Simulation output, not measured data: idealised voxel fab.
Process module under the name voxel wiring stack
We display cut, a cross-section 250 nm in width whose square cells are each 5 nm.
The cross-sections in this document take the form of a grid made of square cells. They are written out as bands, in order from top to bottom. Each band consists of one or more rows of cells.
For a band, the entry starts with two heights in nm, that of the top and then that of the bottom, and carries on with the band's materials in order from left to right, each alongside its width in nm; the word "all across" beside a single material means it fills the band edge to edge, and "blank" means empty space.
Heads up on the height convention: 0 is the point under which the incoming wafer is all one material, and the lowest band has no bottom, it just keeps going down, like "0 down".
It should be noted that a width expressed as "30..40" varies in equal increments from row to row of cells within the band, taking the value of the first number at the top row and that of the second number at the bottom row.
Where a step carries "identical to before", the cross-section came out of it unchanged, cell for cell.
Enclosed void list: empty space of 8 cells or more with no open way to the top, each as width x height at its distance from the left edge, in nm
Whatever follows a step's settings on its line is a remark the simulator itself makes about that step.
overlay nm: for a step with a mask, the amount by which the mask lay right of where it was planned; a negative amount means left of it.
# Process steps (planned)
1,RECEIVE: material Si
2,CONFORMAL_DEP: material SiO2, thk nm 10
3,CONFORMAL_DEP: material SiN, thk nm 5
4,DIRECTIONAL_DEP: material SiO2, thk nm 15
5,MASKED_ETCH: tone open, mask id METAL_1, width nm 25, pitch nm 50, etch materials SiO2, depth nm 15, overlay nm 0
6,MASKED_ETCH: tone open, mask id METAL_1, width nm 25, pitch nm 50, etch materials SiN, depth nm 5, overlay nm 0
7,CONFORMAL_DEP: material TiN, thk nm 5
8,FILL_DEP: material Cu, thk nm 10
9,CMP: height nm 30
10,EPI: material Ru, thk nm 5
11,FILL_DEP: material SiCN, thk nm 5
12,DIRECTIONAL_DEP: material lowk, thk nm 15
13,MASKED_ETCH: tone open, mask id PLUG_1, width nm 15, pitch nm 50, etch materials lowk, depth nm 15, overlay nm 0
14,MASKED_ETCH: tone open, mask id PLUG_1, width nm 15, pitch nm 50, etch materials SiCN, depth nm 5, overlay nm 0
15,EPI: material Ru, thk nm 10
16,EPI: material Ru, thk nm 10
17,CONFORMAL_DEP: material SiN, thk nm 5
18,DIRECTIONAL_DEP: material SiO2, thk nm 25
19,PATTERN: tone open, mask id METAL_2, material resist, width nm 25, pitch nm 50, thk nm 20, overlay nm 0
20,DIRECTIONAL_ETCH: etch materials SiO2, depth nm 25
21,DIRECTIONAL_ETCH: etch materials SiN, depth nm 5
22,STRIP: etch materials resist
23,CONFORMAL_DEP: material TiN, thk nm 5
24,FILL_DEP: material Cu, thk nm 5
25,CMP: height nm 85
26,CONFORMAL_DEP: material SiN, thk nm 5
It is noted that the wafers described herein are identical at the outset and are distinguished by the thk nm of step 23; the value stated in the plan corresponds to the first wafer.
# Here's the first of the wafers in cross-section, just as we got it, i.e. after step 1
> 0 down: Si all across
> Enclosed void list: none
# Here's the first of several wafers in cross-section, end of the module, after the last step, step 26
> 90 to 85: SiN all across
> 85 to 60: 85 nm SiO2 | 5 nm TiN | 15 nm Cu | 5 nm TiN | 25 nm SiO2 | 5 nm TiN | 15 nm Cu | 5 nm TiN | 90 nm SiO2
> 60 to 55: 85 nm SiN | 25 nm TiN | 25 nm SiN | 25 nm TiN | 90 nm SiN
> 55 to 40: 85 nm lowk | 15 nm Ru | 35 nm lowk | 15 nm Ru | 100 nm lowk
> 40 to 30: 85..80 nm SiCN | 15..35 nm Ru | 35..15 nm SiCN | 15..35 nm Ru | 100..85 nm SiCN
> 30 to 15: 85 nm SiO2 | 5 nm TiN | 15 nm Cu | 5 nm TiN | 25 nm SiO2 | 5 nm TiN | 15 nm Cu | 5 nm TiN | 90 nm SiO2
> 15 to 10: 85 nm SiN | 25 nm TiN | 25 nm SiN | 25 nm TiN | 90 nm SiN
> 10 to 0: SiO2 all across
> 0 down: Si all across
> Enclosed void list: none
# Last wafer x-sec, end of module
> 90 to 85: SiN all across
> 85 to 60: 85 nm SiO2 | 25 nm TiN | 25 nm SiO2 | 25 nm TiN | 90 nm SiO2
> 60 to 55: 85 nm SiN | 25 nm TiN | 25 nm SiN | 25 nm TiN | 90 nm SiN
> 55 to 40: 85 nm lowk | 15 nm Ru | 35 nm lowk | 15 nm Ru | 100 nm lowk
> 40 to 30: 85..80 nm SiCN | 15..35 nm Ru | 35..15 nm SiCN | 15..35 nm Ru | 100..85 nm SiCN
> 30 to 15: 85 nm SiO2 | 5 nm TiN | 15 nm Cu | 5 nm TiN | 25 nm SiO2 | 5 nm TiN | 15 nm Cu | 5 nm TiN | 90 nm SiO2
> 15 to 10: 85 nm SiN | 25 nm TiN | 25 nm SiN | 25 nm TiN | 90 nm SiN
> 10 to 0: SiO2 all across
> 0 down: Si all across
> Enclosed void list: none
# End of module, by wafer: material-by-material cell gain (+) or loss (-) since receipt, then closed voids
thk nm 5 | +48 Cu | +38 Ru | +80 SiCN | +130 SiN | +420 SiO2 | +52 TiN | +132 lowk | Enclosed void list: none
thk nm 10 | +26 Cu | +38 Ru | +80 SiCN | +130 SiN | +420 SiO2 | +74 TiN | +132 lowk | Enclosed void list: none
thk nm 15 | +18 Cu | +38 Ru | +80 SiCN | +130 SiN | +420 SiO2 | +82 TiN | +132 lowk | Enclosed void list: none
thk nm 20 | +18 Cu | +38 Ru | +80 SiCN | +130 SiN | +420 SiO2 | +82 TiN | +132 lowk | Enclosed void list: none
